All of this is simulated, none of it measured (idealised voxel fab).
process module | voxel transistor to metal
cross-section cut | 250 nm wide | cells 5 nm
A cross-section is a grid of square cells, given in bands from the top down. A band is one or more rows of cells.
Each band's line starts with the height of the band's top and of its bottom, in nm. Then come its materials from left to right, each with its width in nm. One material with "throughout" fills the band from edge to edge. "air" is empty space.
Height 0 is the level under which the wafer as received is all one material. The lowest band goes on downwards, as in "0 down".
A width such as "30 to 40" changes by the same amount from each row of cells to the next, from the band's top row to its bottom row.
"no change" after a step means that no cell of the cross-section changed.
closed voids: empty space of 8 cells or more with no open way to the top, each as width x height at its distance from the left edge, in nm
after a step's settings: what the simulator itself notes on the step
overlay nm, on a step with a mask: how far to the right of its planned place the mask lay; to the left if negative
plan
1 op RECEIVE | material Si
2 op CONFORMAL_DEP | material SiO2 | thk nm 5
3 op CONFORMAL_DEP | material SiN | thk nm 10
4 op PATTERN | tone cover | mask id ACTIVE | material resist | width nm 95 | pitch nm 125 | thk nm 15 | overlay nm 0
5 op DIRECTIONAL_ETCH | etch materials SiN | depth nm 10
6 op DIRECTIONAL_ETCH | etch materials SiO2 | depth nm 5
7 op DIRECTIONAL_ETCH | etch materials Si | depth nm 25
8 op STRIP | etch materials resist
9 op FILL_DEP | material SiO2 | thk nm 5
10 op CMP | height nm 15
11 op SELECTIVE_ETCH | etch materials SiO2 | depth nm 5
12 op STRIP | etch materials SiN
13 op SELECTIVE_ETCH | etch materials SiO2 | depth nm 5
14 op OXIDIZE | depth nm 5
15 op DIRECTIONAL_DEP | material polySi | thk nm 25
16 op DIRECTIONAL_DEP | material SiCN | thk nm 15
17 op PATTERN | tone cover | mask id GATE | material resist | width nm 25 | pitch nm 125 | thk nm 20 | overlay nm 0
18 op DIRECTIONAL_ETCH | etch materials SiCN | depth nm 25
19 op DIRECTIONAL_ETCH | etch materials polySi | depth nm 35
20 op STRIP | etch materials resist
21 op CONFORMAL_DEP | material SiO2 | thk nm 5
22 op DIRECTIONAL_ETCH | etch materials SiO2 | depth nm 5
23 op CONFORMAL_DEP | material SiN | thk nm 10
24 op DIRECTIONAL_ETCH | etch materials SiN | depth nm 10
25 op DIRECTIONAL_ETCH | etch materials SiO2 | depth nm 5
26 op DIRECTIONAL_ETCH | etch materials Si | depth nm 5
27 op EPI | material pSi | thk nm 10
28 op FILL_DEP | material SiO2 | thk nm 10
29 op CMP | height nm 40
30 op DIRECTIONAL_DEP | material SiO2 | thk nm 15
31 op DIRECTIONAL_DEP | material aC | thk nm 10
32 op PATTERN | tone open | mask id CONTACT | material resist | width nm 25 | thk nm 25 | overlay nm 0
33 op DIRECTIONAL_ETCH | etch materials aC | depth nm 10
34 op STRIP | etch materials resist
35 op DIRECTIONAL_ETCH | etch materials SiO2 | depth nm 50
36 op STRIP | etch materials aC
37 op CONFORMAL_DEP | material TiN | thk nm 5
38 op FILL_DEP | material Ru | thk nm 5
39 op CMP | height nm 55
40 op DIRECTIONAL_DEP | material TiN | thk nm 5
41 op DIRECTIONAL_DEP | material Ru | thk nm 25
42 op MASKED_ETCH | tone cover | mask id METAL_1 | width nm 15 | etch materials Ru | depth nm 25 | overlay nm 0
43 op MASKED_ETCH | tone cover | mask id METAL_1 | width nm 15 | etch materials TiN | depth nm 5 | overlay nm 0
44 op CONFORMAL_DEP | material SiN | thk nm 5
45 op FILL_DEP | material lowk | thk nm 10
46 op CMP | height nm 85
47 op CONFORMAL_DEP | material SiCN | thk nm 5
48 op DIRECTIONAL_DEP | material lowk | thk nm 30
49 op MASKED_ETCH | tone open | mask id METAL_2 | width nm 15 | pitch nm 125 | etch materials lowk | depth nm 20 | overlay nm 0
50 op DIRECTIONAL_DEP | material aC | thk nm 15
51 op PATTERN | tone open | mask id METAL_2_HOLES | material resist | width nm 15 | pitch nm 125 | thk nm 30 | overlay nm 0
52 op DIRECTIONAL_ETCH | etch materials aC | depth nm 15
53 op STRIP | etch materials resist
54 op DIRECTIONAL_ETCH | etch materials lowk | depth nm 10
55 op DIRECTIONAL_ETCH | etch materials SiCN | depth nm 5
56 op STRIP | etch materials aC
57 op CONFORMAL_DEP | material TiN | thk nm 5
58 op FILL_DEP | material Ru | thk nm 5
59 op CMP | height nm 120
60 op CONFORMAL_DEP | material SiN | thk nm 5
first wafer, as planned
as received, after step 1
  0 down: Si throughout
  closed voids: none
after step 2
  5 to 0: SiO2 throughout
  below 0: unchanged
after step 3
  15 to 5: SiN throughout
  below 5: unchanged
after step 4
  30 to 15: air 15 | resist 95 | air 30 | resist 95 | air 15
  below 15: unchanged
after step 5
  30 to 15: air 15 | resist 95 | air 30 | resist 95 | air 15
  15 to 5: air 15 | SiN 95 | air 30 | SiN 95 | air 15
  below 5: unchanged
after step 6
  30 to 15: air 15 | resist 95 | air 30 | resist 95 | air 15
  15 to 5: air 15 | SiN 95 | air 30 | SiN 95 | air 15
  5 to 0: air 15 | SiO2 95 | air 30 | SiO2 95 | air 15
  below 0: unchanged
after step 7
  30 to 15: air 15 | resist 95 | air 30 | resist 95 | air 15
  15 to 5: air 15 | SiN 95 | air 30 | SiN 95 | air 15
  5 to 0: air 15 | SiO2 95 | air 30 | SiO2 95 | air 15
  0 to -25: air 15 | Si 95 | air 30 | Si 95 | air 15
  below -25: unchanged
after step 8
  15 to 5: air 15 | SiN 95 | air 30 | SiN 95 | air 15
  below 5: unchanged
after step 9
  20 to 15: SiO2 throughout
  15 to 5: SiO2 15 | SiN 95 | SiO2 30 | SiN 95 | SiO2 15
  5 to 0: SiO2 throughout
  0 to -25: SiO2 15 | Si 95 | SiO2 30 | Si 95 | SiO2 15
  below -25: unchanged
after step 10
  15 to 5: SiO2 15 | SiN 95 | SiO2 30 | SiN 95 | SiO2 15
  below 5: unchanged
after step 11
  15 to 10: air 15 | SiN 95 | air 30 | SiN 95 | air 15
  below 10: unchanged
after step 12
  10 to 5: SiO2 15 | air 95 | SiO2 30 | air 95 | SiO2 15
  below 5: unchanged
after step 13
  5 to 0: SiO2 10 | air 105 | SiO2 20 | air 105 | SiO2 10
  below 0: unchanged
after step 14
  5 to 0: SiO2 10 | air 105 | SiO2 20 | air 105 | SiO2 10
  0 to -5: SiO2 throughout
  below -5: unchanged
after step 15
  30 to 25: polySi 10 | air 105 | polySi 20 | air 105 | polySi 10
  25 to 5: polySi throughout
  5 to 0: SiO2 10 | polySi 105 | SiO2 20 | polySi 105 | SiO2 10
  below 0: unchanged
after step 16
  45 to 40: SiCN 10 | air 105 | SiCN 20 | air 105 | SiCN 10
  40 to 30: SiCN throughout
  30 to 25: polySi 10 | SiCN 105 | polySi 20 | SiCN 105 | polySi 10
  below 25: unchanged
after step 17
  65 to 45: air 50 | resist 25 | air 100 | resist 25 | air 50
  45 to 40: SiCN 10 | air 40 | resist 25 | air 40 | SiCN 20 | air 40 | resist 25 | air 40 | SiCN 10
  below 40: unchanged
after step 18
  65 to 40: air 50 | resist 25 | air 100 | resist 25 | air 50
  40 to 30: air 50 | SiCN 25 | air 100 | SiCN 25 | air 50
  30 to 25: polySi 10 | air 40 | SiCN 25 | air 40 | polySi 20 | air 40 | SiCN 25 | air 40 | polySi 10
  below 25: unchanged
after step 19
  65 to 40: air 50 | resist 25 | air 100 | resist 25 | air 50
  40 to 25: air 50 | SiCN 25 | air 100 | SiCN 25 | air 50
  25 to 5: air 50 | polySi 25 | air 100 | polySi 25 | air 50
  5 to 0: SiO2 10 | air 40 | polySi 25 | air 40 | SiO2 20 | air 40 | polySi 25 | air 40 | SiO2 10
  below 0: unchanged
after step 20
  40 to 25: air 50 | SiCN 25 | air 100 | SiCN 25 | air 50
  below 25: unchanged
after step 21
  45 to 40: air 45 | SiO2 35 | air 90 | SiO2 35 | air 45
  40 to 25: air 45 | SiO2 5 | SiCN 25 | SiO2 5 | air 90 | SiO2 5 | SiCN 25 | SiO2 5 | air 45
  25 to 10: air 45 | SiO2 5 | polySi 25 | SiO2 5 | air 90 | SiO2 5 | polySi 25 | SiO2 5 | air 45
  10 to 5: SiO2 15 | air 30 | SiO2 5 | polySi 25 | SiO2 5 | air 30 | SiO2 30 | air 30 | SiO2 5 | polySi 25 | SiO2 5 | air 30 | SiO2 15
  5 to 0: SiO2 50 | polySi 25 | SiO2 100 | polySi 25 | SiO2 50
  below 0: unchanged
after step 22
  40 to 25: air 45 | SiO2 5 | SiCN 25 | SiO2 5 | air 90 | SiO2 5 | SiCN 25 | SiO2 5 | air 45
  25 to 5: air 45 | SiO2 5 | polySi 25 | SiO2 5 | air 90 | SiO2 5 | polySi 25 | SiO2 5 | air 45
  5 to 0: SiO2 15 | air 30 | SiO2 5 | polySi 25 | SiO2 5 | air 30 | SiO2 30 | air 30 | SiO2 5 | polySi 25 | SiO2 5 | air 30 | SiO2 15
  below 0: unchanged
after step 23
  50 to 40: air 35 | SiN 55 | air 70 | SiN 55 | air 35
  40 to 25: air 35 | SiN 10 | SiO2 5 | SiCN 25 | SiO2 5 | SiN 10 | air 70 | SiN 10 | SiO2 5 | SiCN 25 | SiO2 5 | SiN 10 | air 35
  25 to 15: air 35 | SiN 10 | SiO2 5 | polySi 25 | SiO2 5 | SiN 10 | air 70 | SiN 10 | SiO2 5 | polySi 25 | SiO2 5 | SiN 10 | air 35
  15 to 10: SiN 25 | air 10 | SiN 10 | SiO2 5 | polySi 25 | SiO2 5 | SiN 10 | air 10 | SiN 50 | air 10 | SiN 10 | SiO2 5 | polySi 25 | SiO2 5 | SiN 10 | air 10 | SiN 25
  10 to 5: SiN 45 | SiO2 5 | polySi 25 | SiO2 5 | SiN 90 | SiO2 5 | polySi 25 | SiO2 5 | SiN 45
  5 to 0: SiO2 15 | SiN 30 | SiO2 5 | polySi 25 | SiO2 5 | SiN 30 | SiO2 30 | SiN 30 | SiO2 5 | polySi 25 | SiO2 5 | SiN 30 | SiO2 15
  below 0: unchanged
after step 24
  40 to 25: air 35 | SiN 10 | SiO2 5 | SiCN 25 | SiO2 5 | SiN 10 | air 70 | SiN 10 | SiO2 5 | SiCN 25 | SiO2 5 | SiN 10 | air 35
  25 to 5: air 35 | SiN 10 | SiO2 5 | polySi 25 | SiO2 5 | SiN 10 | air 70 | SiN 10 | SiO2 5 | polySi 25 | SiO2 5 | SiN 10 | air 35
  5 to 0: SiO2 15 | SiN 10 | air 10 | SiN 10 | SiO2 5 | polySi 25 | SiO2 5 | SiN 10 | air 10 | SiN 10 | SiO2 30 | SiN 10 | air 10 | SiN 10 | SiO2 5 | polySi 25 | SiO2 5 | SiN 10 | air 10 | SiN 10 | SiO2 15
  below 0: unchanged
after step 25
  40 to 35: air 35 | SiN 10 | air 5 | SiCN 25 | air 5 | SiN 10 | air 70 | SiN 10 | air 5 | SiCN 25 | air 5 | SiN 10 | air 35
  35 to 25: air 35 | SiN 10 | SiO2 5 | SiCN 25 | SiO2 5 | SiN 10 | air 70 | SiN 10 | SiO2 5 | SiCN 25 | SiO2 5 | SiN 10 | air 35
  25 to 5: air 35 | SiN 10 | SiO2 5 | polySi 25 | SiO2 5 | SiN 10 | air 70 | SiN 10 | SiO2 5 | polySi 25 | SiO2 5 | SiN 10 | air 35
  5 to 0: air 15 | SiN 10 | air 10 | SiN 10 | SiO2 5 | polySi 25 | SiO2 5 | SiN 10 | air 10 | SiN 10 | air 30 | SiN 10 | air 10 | SiN 10 | SiO2 5 | polySi 25 | SiO2 5 | SiN 10 | air 10 | SiN 10 | air 15
  0 to -5: SiO2 25 | air 10 | SiO2 55 | air 10 | SiO2 50 | air 10 | SiO2 55 | air 10 | SiO2 25
  below -5: unchanged
after step 26
  40 to 35: air 35 | SiN 10 | air 5 | SiCN 25 | air 5 | SiN 10 | air 70 | SiN 10 | air 5 | SiCN 25 | air 5 | SiN 10 | air 35
  35 to 25: air 35 | SiN 10 | SiO2 5 | SiCN 25 | SiO2 5 | SiN 10 | air 70 | SiN 10 | SiO2 5 | SiCN 25 | SiO2 5 | SiN 10 | air 35
  25 to 5: air 35 | SiN 10 | SiO2 5 | polySi 25 | SiO2 5 | SiN 10 | air 70 | SiN 10 | SiO2 5 | polySi 25 | SiO2 5 | SiN 10 | air 35
  5 to 0: air 15 | SiN 10 | air 10 | SiN 10 | SiO2 5 | polySi 25 | SiO2 5 | SiN 10 | air 10 | SiN 10 | air 30 | SiN 10 | air 10 | SiN 10 | SiO2 5 | polySi 25 | SiO2 5 | SiN 10 | air 10 | SiN 10 | air 15
  0 to -5: SiO2 25 | air 10 | SiO2 55 | air 10 | SiO2 50 | air 10 | SiO2 55 | air 10 | SiO2 25
  -5 to -10: SiO2 15 | Si 10 | air 10 | Si 55 | air 10 | Si 10 | SiO2 30 | Si 10 | air 10 | Si 55 | air 10 | Si 10 | SiO2 15
  below -10: unchanged
after step 27
  40 to 35: air 35 | SiN 10 | air 5 | SiCN 25 | air 5 | SiN 10 | air 70 | SiN 10 | air 5 | SiCN 25 | air 5 | SiN 10 | air 35
  35 to 25: air 35 | SiN 10 | SiO2 5 | SiCN 25 | SiO2 5 | SiN 10 | air 70 | SiN 10 | SiO2 5 | SiCN 25 | SiO2 5 | SiN 10 | air 35
  25 to 5: air 35 | SiN 10 | SiO2 5 | polySi 25 | SiO2 5 | SiN 10 | air 70 | SiN 10 | SiO2 5 | polySi 25 | SiO2 5 | SiN 10 | air 35
  5 to 0: air 15 | SiN 10 | pSi 10 | SiN 10 | SiO2 5 | polySi 25 | SiO2 5 | SiN 10 | pSi 10 | SiN 10 | air 30 | SiN 10 | pSi 10 | SiN 10 | SiO2 5 | polySi 25 | SiO2 5 | SiN 10 | pSi 10 | SiN 10 | air 15
  0 to -5: SiO2 25 | pSi 10 | SiO2 55 | pSi 10 | SiO2 50 | pSi 10 | SiO2 55 | pSi 10 | SiO2 25
  -5 to -10: SiO2 15 | Si 10 | pSi 10 | Si 55 | pSi 10 | Si 10 | SiO2 30 | Si 10 | pSi 10 | Si 55 | pSi 10 | Si 10 | SiO2 15
  below -10: unchanged
after step 28
  50 to 40: SiO2 throughout
  40 to 25: SiO2 35 | SiN 10 | SiO2 5 | SiCN 25 | SiO2 5 | SiN 10 | SiO2 70 | SiN 10 | SiO2 5 | SiCN 25 | SiO2 5 | SiN 10 | SiO2 35
  25 to 5: SiO2 35 | SiN 10 | SiO2 5 | polySi 25 | SiO2 5 | SiN 10 | SiO2 70 | SiN 10 | SiO2 5 | polySi 25 | SiO2 5 | SiN 10 | SiO2 35
  5 to 0: SiO2 15 | SiN 10 | pSi 10 | SiN 10 | SiO2 5 | polySi 25 | SiO2 5 | SiN 10 | pSi 10 | SiN 10 | SiO2 30 | SiN 10 | pSi 10 | SiN 10 | SiO2 5 | polySi 25 | SiO2 5 | SiN 10 | pSi 10 | SiN 10 | SiO2 15
  below 0: unchanged
after step 29
  40 to 25: SiO2 35 | SiN 10 | SiO2 5 | SiCN 25 | SiO2 5 | SiN 10 | SiO2 70 | SiN 10 | SiO2 5 | SiCN 25 | SiO2 5 | SiN 10 | SiO2 35
  below 25: unchanged
after step 30
  55 to 40: SiO2 throughout
  below 40: unchanged
after step 31
  65 to 55: aC throughout
  below 55: unchanged
after step 32
  90 to 65: resist 20 | air 25 | resist 35 | air 25 | resist 40 | air 25 | resist 35 | air 25 | resist 20
  below 65: unchanged
after step 33
  80 to 65: resist 20 | air 25 | resist 35 | air 25 | resist 40 | air 25 | resist 35 | air 25 | resist 20
  65 to 55: aC 20 | air 25 | aC 35 | air 25 | aC 40 | air 25 | aC 35 | air 25 | aC 20
  below 55: unchanged
after step 34
  65 to 55: aC 20 | air 25 | aC 35 | air 25 | aC 40 | air 25 | aC 35 | air 25 | aC 20
  below 55: unchanged
after step 35
  65 to 55: aC 20 | air 25 | aC 35 | air 25 | aC 40 | air 25 | aC 35 | air 25 | aC 20
  55 to 40: SiO2 20 | air 25 | SiO2 35 | air 25 | SiO2 40 | air 25 | SiO2 35 | air 25 | SiO2 20
  40 to 25: SiO2 20 | air 15 | SiN 10 | SiO2 5 | SiCN 25 | SiO2 5 | SiN 10 | air 15 | SiO2 40 | air 15 | SiN 10 | SiO2 5 | SiCN 25 | SiO2 5 | SiN 10 | air 15 | SiO2 20
  25 to 5: SiO2 20 | air 15 | SiN 10 | SiO2 5 | polySi 25 | SiO2 5 | SiN 10 | air 15 | SiO2 40 | air 15 | SiN 10 | SiO2 5 | polySi 25 | SiO2 5 | SiN 10 | air 15 | SiO2 20
  below 5: unchanged
after step 36
  55 to 40: SiO2 20 | air 25 | SiO2 35 | air 25 | SiO2 40 | air 25 | SiO2 35 | air 25 | SiO2 20
  below 40: unchanged
after step 37
  60 to 55: TiN 25 | air 15 | TiN 45 | air 15 | TiN 50 | air 15 | TiN 45 | air 15 | TiN 25
  55 to 45: SiO2 20 | TiN 5 | air 15 | TiN 5 | SiO2 35 | TiN 5 | air 15 | TiN 5 | SiO2 40 | TiN 5 | air 15 | TiN 5 | SiO2 35 | TiN 5 | air 15 | TiN 5 | SiO2 20
  45 to 40: SiO2 20 | TiN 5 | air 5 | TiN 15 | SiO2 35 | TiN 15 | air 5 | TiN 5 | SiO2 40 | TiN 5 | air 5 | TiN 15 | SiO2 35 | TiN 15 | air 5 | TiN 5 | SiO2 20
  40 to 25: SiO2 20 | TiN 5 | air 5 | TiN 5 | SiN 10 | SiO2 5 | SiCN 25 | SiO2 5 | SiN 10 | TiN 5 | air 5 | TiN 5 | SiO2 40 | TiN 5 | air 5 | TiN 5 | SiN 10 | SiO2 5 | SiCN 25 | SiO2 5 | SiN 10 | TiN 5 | air 5 | TiN 5 | SiO2 20
  25 to 10: SiO2 20 | TiN 5 | air 5 | TiN 5 | SiN 10 | SiO2 5 | polySi 25 | SiO2 5 | SiN 10 | TiN 5 | air 5 | TiN 5 | SiO2 40 | TiN 5 | air 5 | TiN 5 | SiN 10 | SiO2 5 | polySi 25 | SiO2 5 | SiN 10 | TiN 5 | air 5 | TiN 5 | SiO2 20
  10 to 5: SiO2 20 | TiN 15 | SiN 10 | SiO2 5 | polySi 25 | SiO2 5 | SiN 10 | TiN 15 | SiO2 40 | TiN 15 | SiN 10 | SiO2 5 | polySi 25 | SiO2 5 | SiN 10 | TiN 15 | SiO2 20
  below 5: unchanged
after step 38
  65 to 60: Ru throughout
  60 to 55: TiN 25 | Ru 15 | TiN 45 | Ru 15 | TiN 50 | Ru 15 | TiN 45 | Ru 15 | TiN 25
  55 to 45: SiO2 20 | TiN 5 | Ru 15 | TiN 5 | SiO2 35 | TiN 5 | Ru 15 | TiN 5 | SiO2 40 | TiN 5 | Ru 15 | TiN 5 | SiO2 35 | TiN 5 | Ru 15 | TiN 5 | SiO2 20
  45 to 40: SiO2 20 | TiN 5 | Ru 5 | TiN 15 | SiO2 35 | TiN 15 | Ru 5 | TiN 5 | SiO2 40 | TiN 5 | Ru 5 | TiN 15 | SiO2 35 | TiN 15 | Ru 5 | TiN 5 | SiO2 20
  40 to 25: SiO2 20 | TiN 5 | Ru 5 | TiN 5 | SiN 10 | SiO2 5 | SiCN 25 | SiO2 5 | SiN 10 | TiN 5 | Ru 5 | TiN 5 | SiO2 40 | TiN 5 | Ru 5 | TiN 5 | SiN 10 | SiO2 5 | SiCN 25 | SiO2 5 | SiN 10 | TiN 5 | Ru 5 | TiN 5 | SiO2 20
  25 to 10: SiO2 20 | TiN 5 | Ru 5 | TiN 5 | SiN 10 | SiO2 5 | polySi 25 | SiO2 5 | SiN 10 | TiN 5 | Ru 5 | TiN 5 | SiO2 40 | TiN 5 | Ru 5 | TiN 5 | SiN 10 | SiO2 5 | polySi 25 | SiO2 5 | SiN 10 | TiN 5 | Ru 5 | TiN 5 | SiO2 20
  below 10: unchanged
after step 39
  55 to 45: SiO2 20 | TiN 5 | Ru 15 | TiN 5 | SiO2 35 | TiN 5 | Ru 15 | TiN 5 | SiO2 40 | TiN 5 | Ru 15 | TiN 5 | SiO2 35 | TiN 5 | Ru 15 | TiN 5 | SiO2 20
  below 45: unchanged
after step 40
  60 to 55: TiN throughout
  below 55: unchanged
after step 41
  85 to 60: Ru throughout
  below 60: unchanged
after step 42
  85 to 60: air 20 | Ru 15 | air 55 | Ru 15 | air 40 | Ru 15 | air 55 | Ru 15 | air 20
  below 60: unchanged
after step 43
  85 to 60: air 20 | Ru 15 | air 55 | Ru 15 | air 40 | Ru 15 | air 55 | Ru 15 | air 20
  60 to 55: air 20 | TiN 15 | air 55 | TiN 15 | air 40 | TiN 15 | air 55 | TiN 15 | air 20
  below 55: unchanged
after step 44
  90 to 85: air 15 | SiN 25 | air 45 | SiN 25 | air 30 | SiN 25 | air 45 | SiN 25 | air 15
  85 to 60: air 15 | SiN 5 | Ru 15 | SiN 5 | air 45 | SiN 5 | Ru 15 | SiN 5 | air 30 | SiN 5 | Ru 15 | SiN 5 | air 45 | SiN 5 | Ru 15 | SiN 5 | air 15
  60 to 55: SiN 20 | TiN 15 | SiN 55 | TiN 15 | SiN 40 | TiN 15 | SiN 55 | TiN 15 | SiN 20
  below 55: unchanged
after step 45
  100 to 90: lowk throughout
  90 to 85: lowk 15 | SiN 25 | lowk 45 | SiN 25 | lowk 30 | SiN 25 | lowk 45 | SiN 25 | lowk 15
  85 to 60: lowk 15 | SiN 5 | Ru 15 | SiN 5 | lowk 45 | SiN 5 | Ru 15 | SiN 5 | lowk 30 | SiN 5 | Ru 15 | SiN 5 | lowk 45 | SiN 5 | Ru 15 | SiN 5 | lowk 15
  below 60: unchanged
after step 46
  85 to 60: lowk 15 | SiN 5 | Ru 15 | SiN 5 | lowk 45 | SiN 5 | Ru 15 | SiN 5 | lowk 30 | SiN 5 | Ru 15 | SiN 5 | lowk 45 | SiN 5 | Ru 15 | SiN 5 | lowk 15
  below 60: unchanged
after step 47
  90 to 85: SiCN throughout
  below 85: unchanged
after step 48
  120 to 90: lowk throughout
  below 90: unchanged
after step 49
  120 to 100: lowk 20 | air 15 | lowk 110 | air 15 | lowk 90
  below 100: unchanged
after step 50
  135 to 120: aC 20 | air 15 | aC 110 | air 15 | aC 90
  120 to 115: lowk 20 | air 15 | lowk 110 | air 15 | lowk 90
  115 to 100: lowk 20 | aC 15 | lowk 110 | aC 15 | lowk 90
  below 100: unchanged
after step 51
  165 to 135: resist 20 | air 15 | resist 110 | air 15 | resist 90
  below 135: unchanged
after step 52
  150 to 135: resist 20 | air 15 | resist 110 | air 15 | resist 90
  135 to 120: aC 20 | air 15 | aC 110 | air 15 | aC 90
  120 to 100: lowk 20 | air 15 | lowk 110 | air 15 | lowk 90
  below 100: unchanged
after step 53
  135 to 120: aC 20 | air 15 | aC 110 | air 15 | aC 90
  below 120: unchanged
after step 54
  135 to 120: aC 20 | air 15 | aC 110 | air 15 | aC 90
  120 to 90: lowk 20 | air 15 | lowk 110 | air 15 | lowk 90
  below 90: unchanged
after step 55
  135 to 120: aC 20 | air 15 | aC 110 | air 15 | aC 90
  120 to 90: lowk 20 | air 15 | lowk 110 | air 15 | lowk 90
  90 to 85: SiCN 20 | air 15 | SiCN 110 | air 15 | SiCN 90
  below 85: unchanged
after step 56
  120 to 90: lowk 20 | air 15 | lowk 110 | air 15 | lowk 90
  below 90: unchanged
after step 57
  125 to 120: TiN 25 | air 5 | TiN 120 | air 5 | TiN 95
  120 to 90: lowk 20 | TiN 5 | air 5 | TiN 5 | lowk 110 | TiN 5 | air 5 | TiN 5 | lowk 90
  90 to 85: SiCN 20 | TiN 15 | SiCN 110 | TiN 15 | SiCN 90
  below 85: unchanged
after step 58
  130 to 125: Ru throughout
  125 to 120: TiN 25 | Ru 5 | TiN 120 | Ru 5 | TiN 95
  120 to 90: lowk 20 | TiN 5 | Ru 5 | TiN 5 | lowk 110 | TiN 5 | Ru 5 | TiN 5 | lowk 90
  below 90: unchanged
after step 59
  120 to 90: lowk 20 | TiN 5 | Ru 5 | TiN 5 | lowk 110 | TiN 5 | Ru 5 | TiN 5 | lowk 90
  below 90: unchanged
after step 60
  125 to 120: SiN throughout
  below 120: unchanged
second wafer: like start, like plan, one mistake. Through step 50 it matches the first wafer
when step 51 should have ended
  165 to 135: air 20 | resist 15 | air 110 | resist 15 | air 90
  135 to 120: aC 20 | resist 15 | aC 110 | resist 15 | aC 90
  120 to 115: lowk 20 | resist 15 | lowk 110 | resist 15 | lowk 90
  below 115: unchanged
when step 52 should have ended
  150 to 120: air 20 | resist 15 | air 110 | resist 15 | air 90
  below 120: unchanged
when step 53 should have ended
  120 to 115: lowk 20 | air 15 | lowk 110 | air 15 | lowk 90
  below 115: unchanged
when step 54 should have ended
  115 to 110: air 20 | aC 15 | air 110 | aC 15 | air 90
  below 110: unchanged
when step 55 should have ended: no change
when step 56 should have ended
  110 to 100: lowk 20 | air 15 | lowk 110 | air 15 | lowk 90
  below 100: unchanged
when step 57 should have ended
  115 to 110: TiN 25 | air 5 | TiN 120 | air 5 | TiN 95
  110 to 105: lowk 20 | TiN 5 | air 5 | TiN 5 | lowk 110 | TiN 5 | air 5 | TiN 5 | lowk 90
  105 to 100: lowk 20 | TiN 15 | lowk 110 | TiN 15 | lowk 90
  below 100: unchanged
when step 58 should have ended
  120 to 115: Ru throughout
  115 to 110: TiN 25 | Ru 5 | TiN 120 | Ru 5 | TiN 95
  110 to 105: lowk 20 | TiN 5 | Ru 5 | TiN 5 | lowk 110 | TiN 5 | Ru 5 | TiN 5 | lowk 90
  below 105: unchanged
when step 59 should have ended: no change
when step 60 should have ended
  125 to 120: SiN throughout
  below 120: unchanged
what went wrong: step 51 ran as: op PATTERN | tone cover | mask id METAL_2_HOLES | material resist | width nm 15 | pitch nm 125 | thk nm 30 | overlay nm 0
at the end the second wafer has, in cells: 42 more of Ru | 6 more of SiCN | 28 more of TiN | 76 fewer of lowk
